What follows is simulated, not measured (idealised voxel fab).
The following process module bears the name voxel capacitor over wiring.
Each square cell in cross-section cut measures 5 nm, and the section as a whole is 295 nm wide.
Each cross-section below is a grid of square cells, stated as bands in top-down order, with one or more rows of cells making up each band.
Band: top height; bottom height; in nm. Then, left to right: material with width in nm, for each material. "throughout": a single material spanning edge to edge. "empty": empty space.
Heights are expressed relative to 0, this being the level below which the as-received wafer comprises one material exclusively. The lowest band is unbounded in the downward direction and is denoted as in "0 and below".
Graded width ("30 to 40"): value in top row of band = first number; value in bottom row = second number; row-to-row change constant.
Reading "no modifications" for a step: not a cell of the cross-section changed in it.
Closed-off voids of 8+ cells (no open route to the top) go in "Completely sealed voids", written width x height at distance from the left edge, in nm.
On each step's line, the part that comes after the settings is the simulator's own comment on the step.
Among the settings permitted on a step's line is "overlay nm"; applied to a step with a mask, it specifies the extent to which the mask lay to the right of its planned position, whereas a negative figure signifies a position to the left.
# Process steps (planned)
- 1: RECEIVE: material Si
- 2: CONFORMAL_DEP: material SiO2, thk nm 15
- 3: DIRECTIONAL_DEP: material TiN, thk nm 5
- 4: DIRECTIONAL_DEP: material W, thk nm 15
- 5: PATTERN: tone cover, mask id METAL_1, material resist, width nm 25, pitch nm 95, thk nm 15, overlay nm 0
- 6: DIRECTIONAL_ETCH: etch materials W, depth nm 15
- 7: DIRECTIONAL_ETCH: etch materials TiN, depth nm 5
- 8: STRIP: etch materials resist
- 9: CONFORMAL_DEP: material SiCN, thk nm 5
- 10: FILL_DEP: material SiO2, thk nm 5
- 11: CMP: height nm 35
- 12: CONFORMAL_DEP: material SiCN, thk nm 5
- 13: DIRECTIONAL_DEP: material lowk, thk nm 15
- 14: MASKED_ETCH: tone open, mask id PLUG_1, width nm 15, etch materials lowk, depth nm 15, overlay nm 0
- 15: MASKED_ETCH: tone open, mask id PLUG_1, width nm 15, etch materials SiCN, depth nm 5, overlay nm 0
- 16: CONFORMAL_DEP: material TiN, thk nm 5
- 17: FILL_DEP: material Ru, thk nm 5
- 18: CMP: height nm 55
- 19: DIRECTIONAL_DEP: material TiN, thk nm 5
- 20: DIRECTIONAL_DEP: material Al2O3, thk nm 5
- 21: DIRECTIONAL_DEP: material TiN, thk nm 5
- 22: DIRECTIONAL_DEP: material aC, thk nm 15
- 23: PATTERN: tone cover, mask id UPPER_PLATE, material resist, width nm 75, thk nm 35, overlay nm 0
- 24: DIRECTIONAL_ETCH: etch materials aC, depth nm 15
- 25: STRIP: etch materials resist
- 26: DIRECTIONAL_ETCH: etch materials TiN, depth nm 5
- 27: DIRECTIONAL_ETCH: etch materials Al2O3, depth nm 5
- 28: STRIP: etch materials aC
- 29: DIRECTIONAL_DEP: material aC, thk nm 10
- 30: PATTERN: tone cover, mask id LOWER_PLATE, material resist, width nm 85, thk nm 25, overlay nm 0
- 31: DIRECTIONAL_ETCH: etch materials aC, depth nm 10
- 32: STRIP: etch materials resist
- 33: DIRECTIONAL_ETCH: etch materials TiN, depth nm 5
- 34: STRIP: etch materials aC
- 35: FILL_DEP: material SiO2, thk nm 20
- 36: CMP: height nm 85
- 37: PATTERN: tone open, mask id PLUG_2, material resist, width nm 15, thk nm 20, overlay nm 0
- 38: DIRECTIONAL_ETCH: etch materials SiO2, depth nm 15
- 39: STRIP: etch materials resist
- 40: CONFORMAL_DEP: material TiN, thk nm 5
- 41: FILL_DEP: material W, thk nm 5
- 42: CMP: height nm 85
- 43: CONFORMAL_DEP: material SiN, thk nm 5
# Delivered wafer in cross-section: state after step 1
- 0 and below  Si throughout
- Completely sealed voids: none
# Post-module cross-section of the first of two wafers (run per plan)
- 90 down to 85  SiN throughout
- 85 down to 75  SiO2 105 nm  TiN 5 nm  W 5 nm  TiN 5 nm  SiO2 175 nm
- 75 down to 65  SiO2 105 to 95 nm  TiN 15 to 75 nm  SiO2 175 to 125 nm
- 65 down to 60  SiO2 95 nm  Al2O3 75 nm  SiO2 125 nm
- 60 down to 55  SiO2 90 nm  TiN 85 nm  SiO2 120 nm
- 55 down to 40  lowk 95 nm  TiN 5 nm  Ru 5 nm  TiN 5 nm  lowk 185 nm
- 40 down to 35  SiCN 95 nm  TiN 15 nm  SiCN 185 nm
- 35 down to 20  SiO2 80 nm  SiCN 5 nm  W 25 nm  SiCN 5 nm  SiO2 60 nm  SiCN 5 nm  W 25 nm  SiCN 5 nm  SiO2 85 nm
- 20 down to 15  SiCN 85 nm  TiN 25 nm  SiCN 70 nm  TiN 25 nm  SiCN 90 nm
- 15 down to 0  SiO2 throughout
- 0 and below  Si throughout
- Completely sealed voids: none
# second wafer at the end: like start, like plan, one mistake
- 90 down to 85  SiN throughout
- 85 down to 75  SiO2 105 nm  TiN 5 nm  W 5 nm  TiN 5 nm  SiO2 175 nm
- 75 down to 65  SiO2 105 to 95 nm  TiN 15 to 75 nm  SiO2 175 to 125 nm
- 65 down to 60  SiO2 95 nm  Al2O3 75 nm  SiO2 125 nm
- 60 down to 55  SiO2 90 nm  TiN 85 nm  SiO2 120 nm
- 55 down to 40  lowk 95 nm  SiN 5 nm  Ru 5 nm  SiN 5 nm  lowk 185 nm
- 40 down to 35  SiCN 95 nm  SiN 15 nm  SiCN 185 nm
- 35 down to 20  SiO2 80 nm  SiCN 5 nm  W 25 nm  SiCN 5 nm  SiO2 60 nm  SiCN 5 nm  W 25 nm  SiCN 5 nm  SiO2 85 nm
- 20 down to 15  SiCN 85 nm  TiN 25 nm  SiCN 70 nm  TiN 25 nm  SiCN 90 nm
- 15 down to 0  SiO2 throughout
- 0 and below  Si throughout
- Completely sealed voids: none
What was the processing mistake? step 16 changed vs plan, executed as CONFORMAL_DEP: material SiN, thk nm 5
at the end the second wafer has, in cells: SiN: 9 more | TiN: 9 fewer
